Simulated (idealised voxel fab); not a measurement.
Process module in this document: voxel air gaps
Section cut is 175 nm wide and gridded with 5 nm square cells.
In this document a cross-section is written as a grid of square cells. It is given as a series of bands, listed from the top down, and a band is one or more rows of cells. Band: top height; bottom height; in nm. Then, left to right: material with width in nm, for each material. "all across": a single material spanning edge to edge. "air": empty space. The reference from which all heights are counted is 0, the level beneath which the as-received wafer is entirely one material; the lowest band, having no lower bound, proceeds downward and is written after the example "0 and below". The width entry "30->40" should be interpreted row by row: the top row of cells in the band takes the first number, the bottom row takes the second number, and the change between adjacent rows is uniform throughout. Where the words "no modification" appear for a step, the cross-section shows no cell changed by that step; every cell remained as before. Basically, "Closed empty spaces" tells you about the enclosed voids: empty spaces with no open way to the top, 8 cells or bigger, each written width x height at distance, where distance is from the left edge, all in nm. after a step's settings: what the simulator itself notes on the step. "overlay nm" on a masked step: distance the mask lay right of its planned place, negative for left.
These are the steps we planned for the process
1. RECEIVE with material Si
2. CONFORMAL_DEP with material SiO2, thk nm 15
3. CONFORMAL_DEP with material SiN, thk nm 5
4. DIRECTIONAL_DEP with material SiO2, thk nm 35
5. MASKED_ETCH with tone open, mask id LINES, width nm 15, pitch nm 40, etch materials SiO2, depth nm 35, overlay nm 0
6. CONFORMAL_DEP with material TiN, thk nm 5
7. FILL_DEP with material Cu, thk nm 10
8. CMP with height nm 55
9. EPI with material Ru, thk nm 10
10. SELECTIVE_ETCH with etch materials SiO2, depth nm 45
11. CONFORMAL_DEP with material SiCN, thk nm 5
The plan's step 5 width nm is the first wafer's value; the wafers differ in this setting and start identical.
Cut through the first of several wafers as received, post step 1
0 and below  Si all across
Closed empty spaces: none
End of module: cross-section of the first of several wafers after step 11, the last step
70 down to 65  air 5 nm | SiCN 165 nm | air 5 nm
65 down to 55  air 5 nm | SiCN 5 nm | Ru 35 nm | SiCN 5 nm | Ru 35 nm | SiCN 5 nm | Ru 35 nm | SiCN 5 nm | Ru 35 nm | SiCN 5 nm | air 5 nm
55 down to 50  air 5 nm | SiCN 15 nm | TiN 5 nm | Cu 5 nm | TiN 5 nm | SiCN 25 nm | TiN 5 nm | Cu 5 nm | TiN 5 nm | SiCN 25 nm | TiN 5 nm | Cu 5 nm | TiN 5 nm | SiCN 25 nm | TiN 5 nm | Cu 5 nm | TiN 5 nm | SiCN 15 nm | air 5 nm
50 down to 25  air 15 nm | SiCN 5 nm | TiN 5 nm | Cu 5 nm | TiN 5 nm | SiCN 5 nm | air 15 nm | SiCN 5 nm | TiN 5 nm | Cu 5 nm | TiN 5 nm | SiCN 5 nm | air 15 nm | SiCN 5 nm | TiN 5 nm | Cu 5 nm | TiN 5 nm | SiCN 5 nm | air 15 nm | SiCN 5 nm | TiN 5 nm | Cu 5 nm | TiN 5 nm | SiCN 5 nm | air 15 nm
25 down to 20  SiCN 20 nm | TiN 15 nm | SiCN 25 nm | TiN 15 nm | SiCN 25 nm | TiN 15 nm | SiCN 25 nm | TiN 15 nm | SiCN 20 nm
20 down to 15  SiN all across
15 down to 0  SiO2 all across
0 and below  Si all across
Closed empty spaces: 15 x 25 at 40; 15 x 25 at 80; 15 x 25 at 120
So this is the cross-section on the last wafer at the end of the module
70 down to 65  SiCN all across
65 down to 55  SiCN 5 nm | Ru 165 nm | SiCN 5 nm
55 down to 50  SiCN 15 nm | TiN 5 nm | Cu 15 nm | TiN 5 nm | SiO2 15 nm | TiN 5 nm | Cu 15 nm | TiN 5 nm | SiO2 15 nm | TiN 5 nm | Cu 15 nm | TiN 5 nm | SiO2 15 nm | TiN 5 nm | Cu 15 nm | TiN 5 nm | SiCN 15 nm
50 down to 25  air 10 nm | SiCN 5 nm | TiN 5 nm | Cu 15 nm | TiN 5 nm | SiO2 15 nm | TiN 5 nm | Cu 15 nm | TiN 5 nm | SiO2 15 nm | TiN 5 nm | Cu 15 nm | TiN 5 nm | SiO2 15 nm | TiN 5 nm | Cu 15 nm | TiN 5 nm | SiCN 5 nm | air 10 nm
25 down to 20  SiCN 15 nm | TiN 25 nm | SiO2 15 nm | TiN 25 nm | SiO2 15 nm | TiN 25 nm | SiO2 15 nm | TiN 25 nm | SiCN 15 nm
20 down to 15  SiN all across
15 down to 0  SiO2 all across
0 and below  Si all across
Closed empty spaces: 10 x 25 at 0; 10 x 25 at 165
Below, a row for every wafer. Read it as the end-of-module picture: for each material the wafer shows its cells gained (+) or lost (-) since it was received, and then its closed voids
width nm 15; +24 Cu; +56 Ru; +127 SiCN; +35 SiN; +105 SiO2; +60 TiN; Closed empty spaces: 15 x 25 at 40; 15 x 25 at 80; 15 x 25 at 120
width nm 20; +48 Cu; +64 Ru; +61 SiCN; +35 SiN; +189 SiO2; +64 TiN; Closed empty spaces: 10 x 25 at 165
width nm 25; +72 Cu; +66 Ru; +61 SiCN; +35 SiN; +168 SiO2; +68 TiN; Closed empty spaces: 10 x 25 at 0; 10 x 25 at 165
